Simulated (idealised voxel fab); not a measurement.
The name of this process module is voxel quadruple lines.
Cross-section cut: width 265 nm, square cells of 5 nm.
Reading order for cross-sections: top band down to bottom band. Underlying form: a grid of square cells. Band size: one or more rows of cells.
Per band: top height and bottom height in nm, followed by the left-to-right materials and their widths in nm; "full width" marks a single material spanning edge to edge, "empty" marks empty space.
Heights are expressed relative to 0, this being the level below which the as-received wafer comprises one material exclusively. The lowest band is unbounded in the downward direction and is denoted as in "0 and below".
Note: "30..40" means the width goes from the first number (top row of the band) to the second number (bottom row) in equal steps per row of cells.
Take "remained the same" at face value: in the step it is given for, the cross-section changed in none of its cells.
Voids not open to the top, 8 cells minimum: see "Sealed voids". Written width x height at distance; distance is from the left edge; nm.
after a step's settings: what the simulator itself notes on the step
The line of a step may include "overlay nm". On a step with a mask, this value is how far to the right of its planned place the mask lay. A negative value means the mask lay to the left.
### Below is the list of planned process steps
1) RECEIVE with material Si
2) CONFORMAL_DEP with material Al2O3, thk nm 5
3) DIRECTIONAL_DEP with material W, thk nm 10
4) DIRECTIONAL_DEP with material polySi, thk nm 15
5) DIRECTIONAL_DEP with material aC, thk nm 20
6) PATTERN with tone cover, mask id MANDREL, material resist, width nm 20, pitch nm 60, thk nm 25, overlay nm 0
7) DIRECTIONAL_ETCH with etch materials aC, depth nm 20
8) STRIP with etch materials resist
9) CONFORMAL_DEP with material SiO2, thk nm 10
10) DIRECTIONAL_ETCH with etch materials SiO2, depth nm 10
11) STRIP with etch materials aC
12) DIRECTIONAL_ETCH with etch materials polySi, depth nm 15
13) STRIP with etch materials SiO2
14) CONFORMAL_DEP with material SiN, thk nm 5
15) DIRECTIONAL_ETCH with etch materials SiN, depth nm 5
16) STRIP with etch materials polySi
17) DIRECTIONAL_ETCH with etch materials W, depth nm 10
18) STRIP with etch materials SiN
19) FILL_DEP with material SiO2, thk nm 10
20) CMP with height nm 15
### First of two wafers - as planned
### Incoming wafer, cross-sectional view, post step 1
    0 and below = Si full width
    Sealed voids: none
### Step 2 complete: cross-section through the wafer
    5 down to 0 = Al2O3 full width
    below 0: unchanged
### Step 3 complete: cross-section through the wafer
    15 down to 5 = W full width
    below 5: unchanged
### Step 4 complete: cross-section through the wafer
    30 down to 15 = polySi full width
    below 15: unchanged
### Step 5 complete: cross-section through the wafer
    50 down to 30 = aC full width
    below 30: unchanged
### Step 6 complete: cross-section through the wafer
    75 down to 50 = empty 90 nm, then resist 20 nm, then empty 40 nm, then resist 20 nm, then empty 95 nm
    below 50: unchanged
### Step 7 complete: cross-section through the wafer
    55 down to 50 = empty 90 nm, then resist 20 nm, then empty 40 nm, then resist 20 nm, then empty 95 nm
    50 down to 30 = empty 90 nm, then aC 20 nm, then empty 40 nm, then aC 20 nm, then empty 95 nm
    below 30: unchanged
### Step 8 complete: cross-section through the wafer
    50 down to 30 = empty 90 nm, then aC 20 nm, then empty 40 nm, then aC 20 nm, then empty 95 nm
    below 30: unchanged
### Step 9 complete: cross-section through the wafer
    60 down to 50 = empty 80 nm, then SiO2 40 nm, then empty 20 nm, then SiO2 40 nm, then empty 85 nm
    50 down to 40 = empty 80 nm, then SiO2 10 nm, then aC 20 nm, then SiO2 10 nm, then empty 20 nm, then SiO2 10 nm, then aC 20 nm, then SiO2 10 nm, then empty 85 nm
    40 down to 30 = SiO2 90 nm, then aC 20 nm, then SiO2 40 nm, then aC 20 nm, then SiO2 95 nm
    below 30: unchanged
### Step 10 complete: cross-section through the wafer
    50 down to 30 = empty 80 nm, then SiO2 10 nm, then aC 20 nm, then SiO2 10 nm, then empty 20 nm, then SiO2 10 nm, then aC 20 nm, then SiO2 10 nm, then empty 85 nm
    below 30: unchanged
### Step 11 complete: cross-section through the wafer
    50 down to 30 = empty 80 nm, then SiO2 10 nm, then empty 20 nm, then SiO2 10 nm, then empty 20 nm, then SiO2 10 nm, then empty 20 nm, then SiO2 10 nm, then empty 85 nm
    below 30: unchanged
### Step 12 complete: cross-section through the wafer
    50 down to 30 = empty 80 nm, then SiO2 10 nm, then empty 20 nm, then SiO2 10 nm, then empty 20 nm, then SiO2 10 nm, then empty 20 nm, then SiO2 10 nm, then empty 85 nm
    30 down to 15 = empty 80 nm, then polySi 10 nm, then empty 20 nm, then polySi 10 nm, then empty 20 nm, then polySi 10 nm, then empty 20 nm, then polySi 10 nm, then empty 85 nm
    below 15: unchanged
### Step 13 complete: cross-section through the wafer
    30 down to 15 = empty 80 nm, then polySi 10 nm, then empty 20 nm, then polySi 10 nm, then empty 20 nm, then polySi 10 nm, then empty 20 nm, then polySi 10 nm, then empty 85 nm
    below 15: unchanged
### Step 14 complete: cross-section through the wafer
    35 down to 30 = empty 75 nm, then SiN 20 nm, then empty 10 nm, then SiN 20 nm, then empty 10 nm, then SiN 20 nm, then empty 10 nm, then SiN 20 nm, then empty 80 nm
    30 down to 20 = empty 75 nm, then SiN 5 nm, then polySi 10 nm, then SiN 5 nm, then empty 10 nm, then SiN 5 nm, then polySi 10 nm, then SiN 5 nm, then empty 10 nm, then SiN 5 nm, then polySi 10 nm, then SiN 5 nm, then empty 10 nm, then SiN 5 nm, then polySi 10 nm, then SiN 5 nm, then empty 80 nm
    20 down to 15 = SiN 80 nm, then polySi 10 nm, then SiN 20 nm, then polySi 10 nm, then SiN 20 nm, then polySi 10 nm, then SiN 20 nm, then polySi 10 nm, then SiN 85 nm
    below 15: unchanged
### Step 15 complete: cross-section through the wafer
    30 down to 15 = empty 75 nm, then SiN 5 nm, then polySi 10 nm, then SiN 5 nm, then empty 10 nm, then SiN 5 nm, then polySi 10 nm, then SiN 5 nm, then empty 10 nm, then SiN 5 nm, then polySi 10 nm, then SiN 5 nm, then empty 10 nm, then SiN 5 nm, then polySi 10 nm, then SiN 5 nm, then empty 80 nm
    below 15: unchanged
### Step 16 complete: cross-section through the wafer
    30 down to 15 = empty 75 nm, then SiN 5 nm, then empty 10 nm, then SiN 5 nm, then empty 10 nm, then SiN 5 nm, then empty 10 nm, then SiN 5 nm, then empty 10 nm, then SiN 5 nm, then empty 10 nm, then SiN 5 nm, then empty 10 nm, then SiN 5 nm, then empty 10 nm, then SiN 5 nm, then empty 80 nm
    below 15: unchanged
### Step 17 complete: cross-section through the wafer
    30 down to 15 = empty 75 nm, then SiN 5 nm, then empty 10 nm, then SiN 5 nm, then empty 10 nm, then SiN 5 nm, then empty 10 nm, then SiN 5 nm, then empty 10 nm, then SiN 5 nm, then empty 10 nm, then SiN 5 nm, then empty 10 nm, then SiN 5 nm, then empty 10 nm, then SiN 5 nm, then empty 80 nm
    15 down to 5 = empty 75 nm, then W 5 nm, then empty 10 nm, then W 5 nm, then empty 10 nm, then W 5 nm, then empty 10 nm, then W 5 nm, then empty 10 nm, then W 5 nm, then empty 10 nm, then W 5 nm, then empty 10 nm, then W 5 nm, then empty 10 nm, then W 5 nm, then empty 80 nm
    below 5: unchanged
### Step 18 complete: cross-section through the wafer
    15 down to 5 = empty 75 nm, then W 5 nm, then empty 10 nm, then W 5 nm, then empty 10 nm, then W 5 nm, then empty 10 nm, then W 5 nm, then empty 10 nm, then W 5 nm, then empty 10 nm, then W 5 nm, then empty 10 nm, then W 5 nm, then empty 10 nm, then W 5 nm, then empty 80 nm
    below 5: unchanged
### Step 19 complete: cross-section through the wafer
    25 down to 15 = SiO2 full width
    15 down to 5 = SiO2 75 nm, then W 5 nm, then SiO2 10 nm, then W 5 nm, then SiO2 10 nm, then W 5 nm, then SiO2 10 nm, then W 5 nm, then SiO2 10 nm, then W 5 nm, then SiO2 10 nm, then W 5 nm, then SiO2 10 nm, then W 5 nm, then SiO2 10 nm, then W 5 nm, then SiO2 80 nm
    below 5: unchanged
### Step 20 complete: cross-section through the wafer
    15 down to 5 = SiO2 75 nm, then W 5 nm, then SiO2 10 nm, then W 5 nm, then SiO2 10 nm, then W 5 nm, then SiO2 10 nm, then W 5 nm, then SiO2 10 nm, then W 5 nm, then SiO2 10 nm, then W 5 nm, then SiO2 10 nm, then W 5 nm, then SiO2 10 nm, then W 5 nm, then SiO2 80 nm
    below 5: unchanged
### What follows concerns the second wafer, which started out like the first and was meant to follow the very same plan; one mistake crept in when it was run, but everything up to and including step 5 is the same as for the first wafer
### At the planned end of step 6, the second wafer in cross-section
    75 down to 50 = empty 100 nm, then resist 20 nm, then empty 40 nm, then resist 20 nm, then empty 85 nm
    below 50: unchanged
### At the planned end of step 7, the second wafer in cross-section
    55 down to 50 = empty 100 nm, then resist 20 nm, then empty 40 nm, then resist 20 nm, then empty 85 nm
    50 down to 30 = empty 100 nm, then aC 20 nm, then empty 40 nm, then aC 20 nm, then empty 85 nm
    below 30: unchanged
### At the planned end of step 8, the second wafer in cross-section
    50 down to 30 = empty 100 nm, then aC 20 nm, then empty 40 nm, then aC 20 nm, then empty 85 nm
    below 30: unchanged
### At the planned end of step 9, the second wafer in cross-section
    60 down to 50 = empty 90 nm, then SiO2 40 nm, then empty 20 nm, then SiO2 40 nm, then empty 75 nm
    50 down to 40 = empty 90 nm, then SiO2 10 nm, then aC 20 nm, then SiO2 10 nm, then empty 20 nm, then SiO2 10 nm, then aC 20 nm, then SiO2 10 nm, then empty 75 nm
    40 down to 30 = SiO2 100 nm, then aC 20 nm, then SiO2 40 nm, then aC 20 nm, then SiO2 85 nm
    below 30: unchanged
### At the planned end of step 10, the second wafer in cross-section
    50 down to 30 = empty 90 nm, then SiO2 10 nm, then aC 20 nm, then SiO2 10 nm, then empty 20 nm, then SiO2 10 nm, then aC 20 nm, then SiO2 10 nm, then empty 75 nm
    below 30: unchanged
### At the planned end of step 11, the second wafer in cross-section
    50 down to 30 = empty 90 nm, then SiO2 10 nm, then empty 20 nm, then SiO2 10 nm, then empty 20 nm, then SiO2 10 nm, then empty 20 nm, then SiO2 10 nm, then empty 75 nm
    below 30: unchanged
### At the planned end of step 12, the second wafer in cross-section
    50 down to 30 = empty 90 nm, then SiO2 10 nm, then empty 20 nm, then SiO2 10 nm, then empty 20 nm, then SiO2 10 nm, then empty 20 nm, then SiO2 10 nm, then empty 75 nm
    30 down to 15 = empty 90 nm, then polySi 10 nm, then empty 20 nm, then polySi 10 nm, then empty 20 nm, then polySi 10 nm, then empty 20 nm, then polySi 10 nm, then empty 75 nm
    below 15: unchanged
### At the planned end of step 13, the second wafer in cross-section
    30 down to 15 = empty 90 nm, then polySi 10 nm, then empty 20 nm, then polySi 10 nm, then empty 20 nm, then polySi 10 nm, then empty 20 nm, then polySi 10 nm, then empty 75 nm
    below 15: unchanged
### At the planned end of step 14, the second wafer in cross-section
    35 down to 30 = empty 85 nm, then SiN 20 nm, then empty 10 nm, then SiN 20 nm, then empty 10 nm, then SiN 20 nm, then empty 10 nm, then SiN 20 nm, then empty 70 nm
    30 down to 20 = empty 85 nm, then SiN 5 nm, then polySi 10 nm, then SiN 5 nm, then empty 10 nm, then SiN 5 nm, then polySi 10 nm, then SiN 5 nm, then empty 10 nm, then SiN 5 nm, then polySi 10 nm, then SiN 5 nm, then empty 10 nm, then SiN 5 nm, then polySi 10 nm, then SiN 5 nm, then empty 70 nm
    20 down to 15 = SiN 90 nm, then polySi 10 nm, then SiN 20 nm, then polySi 10 nm, then SiN 20 nm, then polySi 10 nm, then SiN 20 nm, then polySi 10 nm, then SiN 75 nm
    below 15: unchanged
### At the planned end of step 15, the second wafer in cross-section
    30 down to 15 = empty 85 nm, then SiN 5 nm, then polySi 10 nm, then SiN 5 nm, then empty 10 nm, then SiN 5 nm, then polySi 10 nm, then SiN 5 nm, then empty 10 nm, then SiN 5 nm, then polySi 10 nm, then SiN 5 nm, then empty 10 nm, then SiN 5 nm, then polySi 10 nm, then SiN 5 nm, then empty 70 nm
    below 15: unchanged
### At the planned end of step 16, the second wafer in cross-section
    30 down to 15 = empty 85 nm, then SiN 5 nm, then empty 10 nm, then SiN 5 nm, then empty 10 nm, then SiN 5 nm, then empty 10 nm, then SiN 5 nm, then empty 10 nm, then SiN 5 nm, then empty 10 nm, then SiN 5 nm, then empty 10 nm, then SiN 5 nm, then empty 10 nm, then SiN 5 nm, then empty 70 nm
    below 15: unchanged
### At the planned end of step 17, the second wafer in cross-section
    30 down to 15 = empty 85 nm, then SiN 5 nm, then empty 10 nm, then SiN 5 nm, then empty 10 nm, then SiN 5 nm, then empty 10 nm, then SiN 5 nm, then empty 10 nm, then SiN 5 nm, then empty 10 nm, then SiN 5 nm, then empty 10 nm, then SiN 5 nm, then empty 10 nm, then SiN 5 nm, then empty 70 nm
    15 down to 5 = empty 85 nm, then W 5 nm, then empty 10 nm, then W 5 nm, then empty 10 nm, then W 5 nm, then empty 10 nm, then W 5 nm, then empty 10 nm, then W 5 nm, then empty 10 nm, then W 5 nm, then empty 10 nm, then W 5 nm, then empty 10 nm, then W 5 nm, then empty 70 nm
    below 5: unchanged
### At the planned end of step 18, the second wafer in cross-section
    15 down to 5 = empty 85 nm, then W 5 nm, then empty 10 nm, then W 5 nm, then empty 10 nm, then W 5 nm, then empty 10 nm, then W 5 nm, then empty 10 nm, then W 5 nm, then empty 10 nm, then W 5 nm, then empty 10 nm, then W 5 nm, then empty 10 nm, then W 5 nm, then empty 70 nm
    below 5: unchanged
### At the planned end of step 19, the second wafer in cross-section
    25 down to 15 = SiO2 full width
    15 down to 5 = SiO2 85 nm, then W 5 nm, then SiO2 10 nm, then W 5 nm, then SiO2 10 nm, then W 5 nm, then SiO2 10 nm, then W 5 nm, then SiO2 10 nm, then W 5 nm, then SiO2 10 nm, then W 5 nm, then SiO2 10 nm, then W 5 nm, then SiO2 10 nm, then W 5 nm, then SiO2 70 nm
    below 5: unchanged
### At the planned end of step 20, the second wafer in cross-section
    15 down to 5 = SiO2 85 nm, then W 5 nm, then SiO2 10 nm, then W 5 nm, then SiO2 10 nm, then W 5 nm, then SiO2 10 nm, then W 5 nm, then SiO2 10 nm, then W 5 nm, then SiO2 10 nm, then W 5 nm, then SiO2 10 nm, then W 5 nm, then SiO2 10 nm, then W 5 nm, then SiO2 70 nm
    below 5: unchanged
Nonconformance to the process plan: in deviation from the planned setting, step 6 was conducted as PATTERN with tone cover, mask id MANDREL, material resist, width nm 20, pitch nm 60, thk nm 25, overlay nm 10
Matching per-material cell counts, mismatched positions: that is how the second wafer compares with the first at the end.
